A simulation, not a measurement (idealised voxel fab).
Module name: voxel capacitor over wiring (process module)
In the cross-section labelled cut, the width is 150 nm and each square cell is 5 nm.
If you're reading a cross-section in this doc, picture square cells in a grid; it comes to you as bands, top ones listed first down to the bottom, and a band can be one or more rows of cells. First you get the band's top height and its bottom height, in nm, and then the materials it's made of, left to right, with each width in nm. If you see a single material with "edge to edge", that one covers the band edge to edge. "blank" is empty space. Counting heights begins at 0, where everything beneath is, in the wafer as received, one material. The lowest band has no bottom; it goes on downwards, as "0 nm and below" shows. Top row gets the first number, bottom row gets the second, and each row in between changes by the same step: that is how a band width like "30..40" works. No cell of the cross-section changed in a step that is given as "left unchanged". "Closed void table" specifies each empty space that is not open to the top and that occupies no fewer than 8 cells, using the form width x height at distance, the distance measured from the left edge and all three quantities in nm. Whatever follows a step's settings on its line is a remark the simulator itself makes about that step. overlay nm: right-of-plan distance of the mask on a masked step; negative values mean left-of-plan.
The following list gives the planned process steps
1) RECEIVE | material Si
2) CONFORMAL_DEP | material SiO2 | thk nm 15
3) CONFORMAL_DEP | material SiCN | thk nm 5
4) DIRECTIONAL_DEP | material SiO2 | thk nm 25
5) PATTERN | tone open | mask id METAL_1 | material resist | width nm 20 | pitch nm 90 | thk nm 15 | overlay nm 0
6) DIRECTIONAL_ETCH | etch materials SiO2 | depth nm 25
7) DIRECTIONAL_ETCH | etch materials SiCN | depth nm 5
8) STRIP | etch materials resist
9) CONFORMAL_DEP | material TiN | thk nm 5
10) FILL_DEP | material W | thk nm 10
11) CMP | height nm 45
12) CONFORMAL_DEP | material SiCN | thk nm 5
13) DIRECTIONAL_DEP | material lowk | thk nm 10
14) MASKED_ETCH | tone open | mask id PLUG_1 | width nm 15 | etch materials lowk | depth nm 10 | overlay nm 0
15) MASKED_ETCH | tone open | mask id PLUG_1 | width nm 15 | etch materials SiCN | depth nm 5 | overlay nm 0
16) EPI | material Ru | thk nm 10
17) EPI | material Ru | thk nm 5
18) DIRECTIONAL_DEP | material TiN | thk nm 10
19) DIRECTIONAL_DEP | material HfO2 | thk nm 5
20) DIRECTIONAL_DEP | material TiN | thk nm 10
21) MASKED_ETCH | tone cover | mask id UPPER_PLATE | width nm 75 | etch materials TiN | depth nm 10 | overlay nm 0
22) MASKED_ETCH | tone cover | mask id UPPER_PLATE | width nm 75 | etch materials HfO2 | depth nm 5 | overlay nm 0
23) DIRECTIONAL_DEP | material aC | thk nm 15
24) PATTERN | tone cover | mask id LOWER_PLATE | material resist | width nm 85 | thk nm 35 | overlay nm 0
25) DIRECTIONAL_ETCH | etch materials aC | depth nm 15
26) STRIP | etch materials resist
27) DIRECTIONAL_ETCH | etch materials TiN | depth nm 10
28) STRIP | etch materials aC
29) FILL_DEP | material SiO2 | thk nm 20
30) CMP | height nm 100
31) MASKED_ETCH | tone open | mask id PLUG_2 | width nm 15 | etch materials SiO2 | depth nm 15 | overlay nm 0
32) CONFORMAL_DEP | material TiN | thk nm 5
33) FILL_DEP | material Cu | thk nm 5
34) CMP | height nm 100
35) CONFORMAL_DEP | material SiCN | thk nm 5
Wafer, first of two, run as planned
The cross-section here shows the wafer as received, i.e. in its state after step 1
0 nm and below: Si edge to edge
Closed void table: none
Step 2 done - wafer cross-section
15 nm to 0 nm: SiO2 edge to edge
Beneath the level 0, the cross-section is identical to its previous state.
Step 3 done - wafer cross-section
20 nm to 15 nm: SiCN edge to edge
Beneath the level 15, the cross-section is identical to its previous state.
Step 4 done - wafer cross-section
45 nm to 20 nm: SiO2 edge to edge
Beneath the level 20, the cross-section is identical to its previous state.
Step 5 done - wafer cross-section
60 nm to 45 nm: resist 20 nm / blank 20 nm / resist 70 nm / blank 20 nm / resist 20 nm
Beneath the level 45, the cross-section is identical to its previous state.
Step 6 done - wafer cross-section
60 nm to 45 nm: resist 20 nm / blank 20 nm / resist 70 nm / blank 20 nm / resist 20 nm
45 nm to 20 nm: SiO2 20 nm / blank 20 nm / SiO2 70 nm / blank 20 nm / SiO2 20 nm
Beneath the level 20, the cross-section is identical to its previous state.
Step 7 done - wafer cross-section
60 nm to 45 nm: resist 20 nm / blank 20 nm / resist 70 nm / blank 20 nm / resist 20 nm
45 nm to 20 nm: SiO2 20 nm / blank 20 nm / SiO2 70 nm / blank 20 nm / SiO2 20 nm
20 nm to 15 nm: SiCN 20 nm / blank 20 nm / SiCN 70 nm / blank 20 nm / SiCN 20 nm
Beneath the level 15, the cross-section is identical to its previous state.
Step 8 done - wafer cross-section
45 nm to 20 nm: SiO2 20 nm / blank 20 nm / SiO2 70 nm / blank 20 nm / SiO2 20 nm
Beneath the level 20, the cross-section is identical to its previous state.
Step 9 done - wafer cross-section
50 nm to 45 nm: TiN 25 nm / blank 10 nm / TiN 80 nm / blank 10 nm / TiN 25 nm
45 nm to 20 nm: SiO2 20 nm / TiN 5 nm / blank 10 nm / TiN 5 nm / SiO2 70 nm / TiN 5 nm / blank 10 nm / TiN 5 nm / SiO2 20 nm
20 nm to 15 nm: SiCN 20 nm / TiN 20 nm / SiCN 70 nm / TiN 20 nm / SiCN 20 nm
Beneath the level 15, the cross-section is identical to its previous state.
Step 10 done - wafer cross-section
60 nm to 50 nm: W edge to edge
50 nm to 45 nm: TiN 25 nm / W 10 nm / TiN 80 nm / W 10 nm / TiN 25 nm
45 nm to 20 nm: SiO2 20 nm / TiN 5 nm / W 10 nm / TiN 5 nm / SiO2 70 nm / TiN 5 nm / W 10 nm / TiN 5 nm / SiO2 20 nm
Beneath the level 20, the cross-section is identical to its previous state.
Step 11 done - wafer cross-section
45 nm to 20 nm: SiO2 20 nm / TiN 5 nm / W 10 nm / TiN 5 nm / SiO2 70 nm / TiN 5 nm / W 10 nm / TiN 5 nm / SiO2 20 nm
Beneath the level 20, the cross-section is identical to its previous state.
Step 12 done - wafer cross-section
50 nm to 45 nm: SiCN edge to edge
Beneath the level 45, the cross-section is identical to its previous state.
Step 13 done - wafer cross-section
60 nm to 50 nm: lowk edge to edge
Beneath the level 50, the cross-section is identical to its previous state.
Step 14 done - wafer cross-section
60 nm to 50 nm: lowk 25 nm / blank 15 nm / lowk 110 nm
Beneath the level 50, the cross-section is identical to its previous state.
Step 15 done - wafer cross-section
60 nm to 50 nm: lowk 25 nm / blank 15 nm / lowk 110 nm
50 nm to 45 nm: SiCN 25 nm / blank 15 nm / SiCN 110 nm
Beneath the level 45, the cross-section is identical to its previous state.
Step 16 done - wafer cross-section
60 nm to 55 nm: lowk 25 nm / blank 15 nm / lowk 110 nm
55 nm to 50 nm: lowk 25 nm / Ru 15 nm / lowk 110 nm
50 nm to 45 nm: SiCN 25 nm / Ru 15 nm / SiCN 110 nm
Beneath the level 45, the cross-section is identical to its previous state.
Step 17 done - wafer cross-section
60 nm to 50 nm: lowk 25 nm / Ru 15 nm / lowk 110 nm
Beneath the level 50, the cross-section is identical to its previous state.
Step 18 done - wafer cross-section
70 nm to 60 nm: TiN edge to edge
Beneath the level 60, the cross-section is identical to its previous state.
Step 19 done - wafer cross-section
75 nm to 70 nm: HfO2 edge to edge
Beneath the level 70, the cross-section is identical to its previous state.
Step 20 done - wafer cross-section
85 nm to 75 nm: TiN edge to edge
Beneath the level 75, the cross-section is identical to its previous state.
Step 21 done - wafer cross-section
85 nm to 75 nm: blank 25 nm / TiN 75 nm / blank 50 nm
Beneath the level 75, the cross-section is identical to its previous state.
Step 22 done - wafer cross-section
85 nm to 75 nm: blank 25 nm / TiN 75 nm / blank 50 nm
75 nm to 70 nm: blank 25 nm / HfO2 75 nm / blank 50 nm
Beneath the level 70, the cross-section is identical to its previous state.
Step 23 done - wafer cross-section
100 nm to 85 nm: blank 25 nm / aC 75 nm / blank 50 nm
85 nm to 75 nm: aC 25 nm / TiN 75 nm / aC 50 nm
75 nm to 70 nm: aC 25 nm / HfO2 75 nm / aC 50 nm
Beneath the level 70, the cross-section is identical to its previous state.
Step 24 done - wafer cross-section
135 nm to 100 nm: blank 20 nm / resist 85 nm / blank 45 nm
100 nm to 85 nm: blank 20 nm / resist 5 nm / aC 75 nm / resist 5 nm / blank 45 nm
Beneath the level 85, the cross-section is identical to its previous state.
Step 25 done - wafer cross-section
120 nm to 100 nm: blank 20 nm / resist 85 nm / blank 45 nm
100 nm to 85 nm: blank 20 nm / resist 5 nm / aC 75 nm / resist 5 nm / blank 45 nm
85 nm to 75 nm: blank 20 nm / aC 5 nm / TiN 75 nm / aC 5 nm / blank 45 nm
75 nm to 70 nm: blank 20 nm / aC 5 nm / HfO2 75 nm / aC 5 nm / blank 45 nm
Beneath the level 70, the cross-section is identical to its previous state.
Step 26 done - wafer cross-section
100 nm to 85 nm: blank 25 nm / aC 75 nm / blank 50 nm
Beneath the level 85, the cross-section is identical to its previous state.
Step 27 done - wafer cross-section
100 nm to 85 nm: blank 25 nm / aC 75 nm / blank 50 nm
85 nm to 75 nm: blank 20 nm / aC 5 nm / TiN 75 nm / aC 5 nm / blank 45 nm
75 nm to 70 nm: blank 20 nm / aC 5 nm / HfO2 75 nm / aC 5 nm / blank 45 nm
70 nm to 60 nm: blank 20 nm / TiN 85 nm / blank 45 nm
Beneath the level 60, the cross-section is identical to its previous state.
Step 28 done - wafer cross-section
85 nm to 75 nm: blank 25 nm / TiN 75 nm / blank 50 nm
75 nm to 70 nm: blank 25 nm / HfO2 75 nm / blank 50 nm
Beneath the level 70, the cross-section is identical to its previous state.
Step 29 done - wafer cross-section
105 nm to 85 nm: SiO2 edge to edge
85 nm to 75 nm: SiO2 25 nm / TiN 75 nm / SiO2 50 nm
75 nm to 70 nm: SiO2 25 nm / HfO2 75 nm / SiO2 50 nm
70 nm to 60 nm: SiO2 20 nm / TiN 85 nm / SiO2 45 nm
Beneath the level 60, the cross-section is identical to its previous state.
Step 30 done - wafer cross-section
100 nm to 85 nm: SiO2 edge to edge
Beneath the level 85, the cross-section is identical to its previous state.
Step 31 done - wafer cross-section
100 nm to 85 nm: SiO2 35 nm / blank 15 nm / SiO2 100 nm
Beneath the level 85, the cross-section is identical to its previous state.
Step 32 done - wafer cross-section
105 nm to 100 nm: TiN 40 nm / blank 5 nm / TiN 105 nm
100 nm to 90 nm: SiO2 35 nm / TiN 5 nm / blank 5 nm / TiN 5 nm / SiO2 100 nm
90 nm to 85 nm: SiO2 35 nm / TiN 15 nm / SiO2 100 nm
Beneath the level 85, the cross-section is identical to its previous state.
Step 33 done - wafer cross-section
110 nm to 105 nm: Cu edge to edge
105 nm to 100 nm: TiN 40 nm / Cu 5 nm / TiN 105 nm
100 nm to 90 nm: SiO2 35 nm / TiN 5 nm / Cu 5 nm / TiN 5 nm / SiO2 100 nm
Beneath the level 90, the cross-section is identical to its previous state.
Step 34 done - wafer cross-section
100 nm to 90 nm: SiO2 35 nm / TiN 5 nm / Cu 5 nm / TiN 5 nm / SiO2 100 nm
Beneath the level 90, the cross-section is identical to its previous state.
Step 35 done - wafer cross-section
105 nm to 100 nm: SiCN edge to edge
Beneath the level 100, the cross-section is identical to its previous state.
Second wafer - shared start and plan with the first - one error in running - same as the first up to step 18 inclusive
Second wafer, sectioned view, at step 19's planned end time: left unchanged
Second wafer, sectioned view, at step 20's planned end time
80 nm to 60 nm: TiN edge to edge
Beneath the level 60, the cross-section is identical to its previous state.
Second wafer, sectioned view, at step 21's planned end time
80 nm to 70 nm: blank 25 nm / TiN 75 nm / blank 50 nm
Beneath the level 70, the cross-section is identical to its previous state.
Second wafer, sectioned view, at step 22's planned end time: left unchanged
Second wafer, sectioned view, at step 23's planned end time
95 nm to 85 nm: blank 25 nm / aC 75 nm / blank 50 nm
85 nm to 80 nm: aC edge to edge
80 nm to 70 nm: aC 25 nm / TiN 75 nm / aC 50 nm
Beneath the level 70, the cross-section is identical to its previous state.
Second wafer, sectioned view, at step 24's planned end time
130 nm to 95 nm: blank 20 nm / resist 85 nm / blank 45 nm
95 nm to 85 nm: blank 20 nm / resist 5 nm / aC 75 nm / resist 5 nm / blank 45 nm
Beneath the level 85, the cross-section is identical to its previous state.
Second wafer, sectioned view, at step 25's planned end time
115 nm to 95 nm: blank 20 nm / resist 85 nm / blank 45 nm
95 nm to 85 nm: blank 20 nm / resist 5 nm / aC 75 nm / resist 5 nm / blank 45 nm
85 nm to 80 nm: blank 20 nm / aC 85 nm / blank 45 nm
80 nm to 70 nm: blank 20 nm / aC 5 nm / TiN 75 nm / aC 5 nm / blank 45 nm
Beneath the level 70, the cross-section is identical to its previous state.
Second wafer, sectioned view, at step 26's planned end time
95 nm to 85 nm: blank 25 nm / aC 75 nm / blank 50 nm
Beneath the level 85, the cross-section is identical to its previous state.
Second wafer, sectioned view, at step 27's planned end time
95 nm to 85 nm: blank 25 nm / aC 75 nm / blank 50 nm
85 nm to 80 nm: blank 20 nm / aC 85 nm / blank 45 nm
80 nm to 70 nm: blank 20 nm / aC 5 nm / TiN 75 nm / aC 5 nm / blank 45 nm
70 nm to 60 nm: blank 20 nm / TiN 85 nm / blank 45 nm
Beneath the level 60, the cross-section is identical to its previous state.
Second wafer, sectioned view, at step 28's planned end time
80 nm to 70 nm: blank 25 nm / TiN 75 nm / blank 50 nm
Beneath the level 70, the cross-section is identical to its previous state.
Second wafer, sectioned view, at step 29's planned end time
100 nm to 80 nm: SiO2 edge to edge
80 nm to 70 nm: SiO2 25 nm / TiN 75 nm / SiO2 50 nm
70 nm to 60 nm: SiO2 20 nm / TiN 85 nm / SiO2 45 nm
Beneath the level 60, the cross-section is identical to its previous state.
Second wafer, sectioned view, at step 30's planned end time: left unchanged
Second wafer, sectioned view, at step 31's planned end time
100 nm to 85 nm: SiO2 35 nm / blank 15 nm / SiO2 100 nm
Beneath the level 85, the cross-section is identical to its previous state.
Second wafer, sectioned view, at step 32's planned end time
105 nm to 100 nm: TiN 40 nm / blank 5 nm / TiN 105 nm
100 nm to 90 nm: SiO2 35 nm / TiN 5 nm / blank 5 nm / TiN 5 nm / SiO2 100 nm
90 nm to 85 nm: SiO2 35 nm / TiN 15 nm / SiO2 100 nm
Beneath the level 85, the cross-section is identical to its previous state.
Second wafer, sectioned view, at step 33's planned end time
110 nm to 105 nm: Cu edge to edge
105 nm to 100 nm: TiN 40 nm / Cu 5 nm / TiN 105 nm
100 nm to 90 nm: SiO2 35 nm / TiN 5 nm / Cu 5 nm / TiN 5 nm / SiO2 100 nm
Beneath the level 90, the cross-section is identical to its previous state.
Second wafer, sectioned view, at step 34's planned end time
100 nm to 90 nm: SiO2 35 nm / TiN 5 nm / Cu 5 nm / TiN 5 nm / SiO2 100 nm
Beneath the level 90, the cross-section is identical to its previous state.
Second wafer, sectioned view, at step 35's planned end time
105 nm to 100 nm: SiCN edge to edge
Beneath the level 100, the cross-section is identical to its previous state.
Where did the run depart from the plan? step 19 of the plan was omitted and not executed
Final comparison by cell count, materials where the second wafer has more or fewer than the first: HfO2 -15, SiO2 +15
